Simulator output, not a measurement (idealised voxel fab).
process module | voxel ribs on slabs
cross-section cut | 255 nm wide | cells 5 nm
A cross-section is a grid of square cells, given in bands from the top down. A band is one or more rows of cells.
Each band's line starts with the height of the band's top and of its bottom, in nm. Then come its materials from left to right, each with its width in nm. One material with "throughout" fills the band from edge to edge. "air" is empty space.
Height 0 is the level under which the wafer as received is all one material. The lowest band goes on downwards, as in "0 down".
A width such as "30 to 40" changes by the same amount from each row of cells to the next, from the band's top row to its bottom row.
"no change" after a step means that no cell of the cross-section changed.
closed voids: empty space of 8 cells or more with no open way to the top, each as width x height at its distance from the left edge, in nm
after a step's settings: what the simulator itself notes on the step
overlay nm, on a step with a mask: how far to the right of its planned place the mask lay; to the left if negative
plan
1 op RECEIVE | material Si
2 op DIRECTIONAL_DEP | material SiO2 | thk nm 30
3 op DIRECTIONAL_DEP | material polySi | thk nm 15
4 op MASKED_ETCH | tone cover | mask id RIB | width nm 20 | etch materials polySi | depth nm 10 | overlay nm 0
5 op DIRECTIONAL_DEP | material aC | thk nm 10
6 op PATTERN | tone cover | mask id SLAB | material resist | width nm 80 | thk nm 25 | overlay nm 0
7 op DIRECTIONAL_ETCH | etch materials aC | depth nm 10
8 op STRIP | etch materials resist
9 op DIRECTIONAL_ETCH | etch materials polySi | depth nm 5
10 op STRIP | etch materials aC
11 op FILL_DEP | material SiO2 | thk nm 20
12 op CMP | height nm 60
13 op DIRECTIONAL_DEP | material W | thk nm 10
14 op DIRECTIONAL_DEP | material aC | thk nm 15
15 op PATTERN | tone cover | mask id HEATER | material resist | width nm 30 | thk nm 30 | overlay nm 0
16 op DIRECTIONAL_ETCH | etch materials aC | depth nm 15
17 op STRIP | etch materials resist
18 op DIRECTIONAL_ETCH | etch materials W | depth nm 10
19 op STRIP | etch materials aC
20 op CONFORMAL_DEP | material SiO2 | thk nm 10
as received, after step 1
  0 down: Si throughout
  closed voids: none
first wafer at the end, as planned
  80 to 70: air 100 | SiO2 50 | air 105
  70 to 60: SiO2 110 | W 30 | SiO2 115
  60 to 45: SiO2 throughout
  45 to 35: SiO2 115 | polySi 20 | SiO2 120
  35 to 30: SiO2 85 | polySi 80 | SiO2 90
  30 to 0: SiO2 throughout
  0 down: Si throughout
  closed voids: none
second wafer at the end: like start, like plan, one mistake
  80 to 70: air 100 | SiO2 50 | air 105
  70 to 60: SiO2 110 | W 30 | SiO2 115
  60 to 45: SiO2 throughout
  45 to 35: SiO2 115 | polySi 20 | SiO2 120
  35 to 30: SiO2 80 | polySi 80 | SiO2 95
  30 to 0: SiO2 throughout
  0 down: Si throughout
  closed voids: none
what went wrong: step 6 ran as: op PATTERN | tone cover | mask id SLAB | material resist | width nm 80 | thk nm 25 | overlay nm -5
at the end the second wafer has, in cells: as many of each material as the first, in other places
